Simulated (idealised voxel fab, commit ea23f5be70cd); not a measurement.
Herein follows the process module entitled voxel lift off.
Cross-section cut spans 255 nm and uses square cells 5 nm in size.
Cross-sections here: square-cell grids, written as top-down lists of bands, a band being one or more rows of cells. Per band: top height and bottom height in nm, followed by the left-to-right materials and their widths in nm; "all across" marks a single material spanning edge to edge, "empty" marks empty space. Basically, 0 is our baseline, since under it the wafer straight out of the box is all one material. The bottom band has no lower end and keeps on going down, so it looks like "z 0 and below". Width: "30 to 40" (first number = top row, second number = bottom row, same change from row to row of cells). It should be understood that the words "no change occurred", when stated for a given step, signify that the cross-section underwent no change in any of its cells during that step. "Sealed void list" specifies each empty space that is not open to the top and that occupies no fewer than 8 cells, using the form width x height at distance, the distance measured from the left edge and all three quantities in nm. Note: text after step settings on the step line = simulator remark on that step. overlay nm: mask offset rightward from planned place, masked step; negative means leftward offset.
[This section lists the process steps that were planned]
step 1: RECEIVE, material Si
step 2: CONFORMAL_DEP, material SiO2, thk nm 15
step 3: PATTERN, tone open, mask id LINES, material resist, width nm 20, pitch nm 50, thk nm 20, overlay nm 0
step 4: DIRECTIONAL_DEP, material Ru, thk nm 10
step 5: STRIP, etch materials resist
step 6: CONFORMAL_DEP, material SiO2, thk nm 5
[Of two wafers, the first: run according to plan]
[Incoming wafer, cross-sectional view, post step 1]
	z 0 and below  Si all across
	Sealed void list: none
[Cross-section: wafer state after step 2]
	z 15 to 0  SiO2 all across
	Nothing below the height 0 has changed.
[Cross-section: wafer state after step 3]
	z 35 to 15  40 of resist; 20 of empty; 30 of resist; 20 of empty; 30 of resist; 20 of empty; 30 of resist; 20 of empty; 45 of resist
	Nothing below the height 15 has changed.
[Cross-section: wafer state after step 4]
	z 45 to 35  40 of Ru; 20 of empty; 30 of Ru; 20 of empty; 30 of Ru; 20 of empty; 30 of Ru; 20 of empty; 45 of Ru
	z 35 to 25  40 of resist; 20 of empty; 30 of resist; 20 of empty; 30 of resist; 20 of empty; 30 of resist; 20 of empty; 45 of resist
	z 25 to 15  40 of resist; 20 of Ru; 30 of resist; 20 of Ru; 30 of resist; 20 of Ru; 30 of resist; 20 of Ru; 45 of resist
	Nothing below the height 15 has changed.
[Cross-section: wafer state after step 5]
	z 25 to 15  40 of empty; 20 of Ru; 30 of empty; 20 of Ru; 30 of empty; 20 of Ru; 30 of empty; 20 of Ru; 45 of empty
	Nothing below the height 15 has changed.
[Cross-section: wafer state after step 6]
	z 30 to 25  35 of empty; 30 of SiO2; 20 of empty; 30 of SiO2; 20 of empty; 30 of SiO2; 20 of empty; 30 of SiO2; 40 of empty
	z 25 to 20  35 of empty; 5 of SiO2; 20 of Ru; 5 of SiO2; 20 of empty; 5 of SiO2; 20 of Ru; 5 of SiO2; 20 of empty; 5 of SiO2; 20 of Ru; 5 of SiO2; 20 of empty; 5 of SiO2; 20 of Ru; 5 of SiO2; 40 of empty
	z 20 to 15  40 of SiO2; 20 of Ru; 30 of SiO2; 20 of Ru; 30 of SiO2; 20 of Ru; 30 of SiO2; 20 of Ru; 45 of SiO2
	Nothing below the height 15 has changed.
[Here the second wafer is described. Its start and its plan were those of the first wafer. Its run contained one mistake. Up to and including step 3, it did exactly what the first wafer did]
[The second wafer in cross-section, at the planned close of step 4]
	z 40 to 35  40 of Ru; 20 of empty; 30 of Ru; 20 of empty; 30 of Ru; 20 of empty; 30 of Ru; 20 of empty; 45 of Ru
	z 35 to 20  40 of resist; 20 of empty; 30 of resist; 20 of empty; 30 of resist; 20 of empty; 30 of resist; 20 of empty; 45 of resist
	z 20 to 15  40 of resist; 20 of Ru; 30 of resist; 20 of Ru; 30 of resist; 20 of Ru; 30 of resist; 20 of Ru; 45 of resist
	Nothing below the height 15 has changed.
[The second wafer in cross-section, at the planned close of step 5]
	z 20 to 15  40 of empty; 20 of Ru; 30 of empty; 20 of Ru; 30 of empty; 20 of Ru; 30 of empty; 20 of Ru; 45 of empty
	Nothing below the height 15 has changed.
[The second wafer in cross-section, at the planned close of step 6]
	z 25 to 20  35 of empty; 30 of SiO2; 20 of empty; 30 of SiO2; 20 of empty; 30 of SiO2; 20 of empty; 30 of SiO2; 40 of empty
	z 20 to 15  40 of SiO2; 20 of Ru; 30 of SiO2; 20 of Ru; 30 of SiO2; 20 of Ru; 30 of SiO2; 20 of Ru; 45 of SiO2
	Nothing below the height 15 has changed.
Finding, execution versus plan: step 4 was not run as planned; what actually ran was DIRECTIONAL_DEP, material Ru, thk nm 5
Cell-count delta at end, second wafer over first, by material: -16 Ru | -8 SiO2
